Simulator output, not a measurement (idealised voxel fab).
process module | voxel capacitor over wiring
cross-section cut | 295 nm wide | cells 5 nm
A cross-section is a grid of square cells, given in bands from the top down. A band is one or more rows of cells.
Each band's line starts with the height of the band's top and of its bottom, in nm. Then come its materials from left to right, each with its width in nm. One material with "throughout" fills the band from edge to edge. "air" is empty space.
Height 0 is the level under which the wafer as received is all one material. The lowest band goes on downwards, as in "0 down".
A width such as "30 to 40" changes by the same amount from each row of cells to the next, from the band's top row to its bottom row.
"no change" after a step means that no cell of the cross-section changed.
closed voids: empty space of 8 cells or more with no open way to the top, each as width x height at its distance from the left edge, in nm
after a step's settings: what the simulator itself notes on the step
overlay nm, on a step with a mask: how far to the right of its planned place the mask lay; to the left if negative
plan
1 op RECEIVE | material Si
2 op CONFORMAL_DEP | material SiO2 | thk nm 15
3 op DIRECTIONAL_DEP | material TiN | thk nm 5
4 op DIRECTIONAL_DEP | material W | thk nm 15
5 op PATTERN | tone cover | mask id METAL_1 | material resist | width nm 25 | pitch nm 95 | thk nm 15 | overlay nm 0
6 op DIRECTIONAL_ETCH | etch materials W | depth nm 15
7 op DIRECTIONAL_ETCH | etch materials TiN | depth nm 5
8 op STRIP | etch materials resist
9 op CONFORMAL_DEP | material SiCN | thk nm 5
10 op FILL_DEP | material SiO2 | thk nm 5
11 op CMP | height nm 35
12 op CONFORMAL_DEP | material SiCN | thk nm 5
13 op DIRECTIONAL_DEP | material lowk | thk nm 15
14 op MASKED_ETCH | tone open | mask id PLUG_1 | width nm 15 | etch materials lowk | depth nm 15 | overlay nm -15
15 op MASKED_ETCH | tone open | mask id PLUG_1 | width nm 15 | etch materials SiCN | depth nm 5 | overlay nm 0
16 op CONFORMAL_DEP | material TiN | thk nm 5
17 op FILL_DEP | material Ru | thk nm 5
18 op CMP | height nm 55
19 op DIRECTIONAL_DEP | material TiN | thk nm 5
20 op DIRECTIONAL_DEP | material Al2O3 | thk nm 5
21 op DIRECTIONAL_DEP | material TiN | thk nm 5
22 op DIRECTIONAL_DEP | material aC | thk nm 15
23 op PATTERN | tone cover | mask id UPPER_PLATE | material resist | width nm 75 | thk nm 35 | overlay nm 0
24 op DIRECTIONAL_ETCH | etch materials aC | depth nm 15
25 op STRIP | etch materials resist
26 op DIRECTIONAL_ETCH | etch materials TiN | depth nm 5
27 op DIRECTIONAL_ETCH | etch materials Al2O3 | depth nm 5
28 op STRIP | etch materials aC
29 op DIRECTIONAL_DEP | material aC | thk nm 10
30 op PATTERN | tone cover | mask id LOWER_PLATE | material resist | width nm 85 | thk nm 25 | overlay nm 0
31 op DIRECTIONAL_ETCH | etch materials aC | depth nm 10
32 op STRIP | etch materials resist
33 op DIRECTIONAL_ETCH | etch materials TiN | depth nm 5
34 op STRIP | etch materials aC
35 op FILL_DEP | material SiO2 | thk nm 20
36 op CMP | height nm 85
37 op PATTERN | tone open | mask id PLUG_2 | material resist | width nm 15 | thk nm 20 | overlay nm 0
38 op DIRECTIONAL_ETCH | etch materials SiO2 | depth nm 15
39 op STRIP | etch materials resist
40 op CONFORMAL_DEP | material TiN | thk nm 5
41 op FILL_DEP | material W | thk nm 5
42 op CMP | height nm 85
43 op CONFORMAL_DEP | material SiN | thk nm 5
varied across the wafers: overlay nm of step 14. The plan shows the first wafer's value. All wafers start alike
first wafer as received, after step 1
  0 down: Si throughout
  closed voids: none
first wafer at the end, after step 43
  90 to 85: SiN throughout
  85 to 75: SiO2 105 | TiN 5 | W 5 | TiN 5 | SiO2 175
  75 to 65: SiO2 105 to 95 | TiN 15 to 75 | SiO2 175 to 125
  65 to 60: SiO2 95 | Al2O3 75 | SiO2 125
  60 to 55: SiO2 90 | TiN 85 | SiO2 120
  55 to 45: lowk 80 | TiN 5 | Ru 5 | TiN 5 | lowk 200
  45 to 40: lowk 80 | TiN 15 | lowk 200
  40 to 35: SiCN throughout
  35 to 20: SiO2 80 | SiCN 5 | W 25 | SiCN 5 | SiO2 60 | SiCN 5 | W 25 | SiCN 5 | SiO2 85
  20 to 15: SiCN 85 | TiN 25 | SiCN 70 | TiN 25 | SiCN 90
  15 to 0: SiO2 throughout
  0 down: Si throughout
  closed voids: none
last wafer at the end
  90 to 85: SiN throughout
  85 to 75: SiO2 105 | TiN 5 | W 5 | TiN 5 | SiO2 175
  75 to 65: SiO2 105 to 95 | TiN 15 to 75 | SiO2 175 to 125
  65 to 60: SiO2 95 | Al2O3 75 | SiO2 125
  60 to 55: SiO2 90 | TiN 85 | SiO2 120
  55 to 45: lowk 110 | TiN 5 | Ru 5 | TiN 5 | lowk 170
  45 to 40: lowk 110 | TiN 15 | lowk 170
  40 to 35: SiCN throughout
  35 to 20: SiO2 80 | SiCN 5 | W 25 | SiCN 5 | SiO2 60 | SiCN 5 | W 25 | SiCN 5 | SiO2 85
  20 to 15: SiCN 85 | TiN 25 | SiCN 70 | TiN 25 | SiCN 90
  15 to 0: SiO2 throughout
  0 down: Si throughout
  closed voids: none
each wafer at the end: cells of each material gained (+) or lost (-) since it was received, then its closed voids
overlay nm -15 | +15 Al2O3 | +2 Ru | +120 SiCN | +59 SiN | +610 SiO2 | +56 TiN | +32 W | +168 lowk | closed voids: none
overlay nm -10 | +15 Al2O3 | +2 Ru | +119 SiCN | +59 SiN | +610 SiO2 | +57 TiN | +32 W | +168 lowk | closed voids: none
overlay nm -5 | +15 Al2O3 | +2 Ru | +118 SiCN | +59 SiN | +610 SiO2 | +58 TiN | +32 W | +168 lowk | closed voids: none
overlay nm 0 | +15 Al2O3 | +3 Ru | +117 SiCN | +59 SiN | +610 SiO2 | +58 TiN | +32 W | +168 lowk | closed voids: none
overlay nm 5 | +15 Al2O3 | +2 Ru | +118 SiCN | +59 SiN | +610 SiO2 | +58 TiN | +32 W | +168 lowk | closed voids: none
overlay nm 10 | +15 Al2O3 | +2 Ru | +119 SiCN | +59 SiN | +610 SiO2 | +57 TiN | +32 W | +168 lowk | closed voids: none
overlay nm 15 | +15 Al2O3 | +2 Ru | +120 SiCN | +59 SiN | +610 SiO2 | +56 TiN | +32 W | +168 lowk | closed voids: none
